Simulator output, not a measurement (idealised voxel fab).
The process module presented herein is designated voxel local oxidation.
270 nm wide, 5 nm square cells: that's cross-section cut.
Bands, listed from the top down, are how a cross-section gets written in this document; the cross-section itself is a grid of square cells, and a band is one or more rows of them.
The band entry comprises the height of the band's top followed by the height of its bottom, expressed in nm, and subsequently the band's materials from left to right, each stated together with its width in nm. Where a single material is marked with the word "edge to edge", that material fills the band from edge to edge. The word "blank" represents empty space.
Heights are reckoned from 0. Under this level, the received wafer is all of one material. The bottommost band is open-ended downward, for example "from 0 down".
Width spec "30 to 40" -> top row of cells at first value, bottom row at second value, equal per-row change in between.
"nothing changed" -> step changed no cross-section cell.
You'll see "Sealed-off cavities" listing empty spaces that have no way open to the top, as long as they're 8 cells or more; the notation is width x height at distance, where the distance is from the left edge, and all of it is in nm.
On a step's line, text after the settings is the simulator commenting on that step.
"overlay nm" denotes, for a step that has a mask, the displacement of the mask to the right of its planned place, with negative values corresponding to the left.
So here's the lineup of process steps we planned:
| 1 | op RECEIVE | material Si |
| 2 | op CONFORMAL_DEP | material SiO2 | thk nm 5 |
| 3 | op CONFORMAL_DEP | material SiN | thk nm 10 |
| 4 | op PATTERN | tone cover | mask id ACTIVE | material resist | width nm 110 | thk nm 20 | overlay nm 0 |
| 5 | op DIRECTIONAL_ETCH | etch materials SiN | depth nm 10 |
| 6 | op STRIP | etch materials resist |
| 7 | op SELECTIVE_ETCH | etch materials SiO2 | depth nm 5 |
| 8 | op OXIDIZE | depth nm 10 |
| 9 | op STRIP | etch materials SiN |
Step 1 complete: cross-section of the wafer as received:
> from 0 down  Si edge to edge
> Sealed-off cavities: none
End state of the module in cross-section, given the above starting point and plan and one mistake in execution:
> from 10 to 0  SiO2 edge to edge
> from 0 down  Si edge to edge
> Sealed-off cavities: none
what went wrong: step 3, actual vs plan mismatch, actual run op CONFORMAL_DEP | material SiO2 | thk nm 10
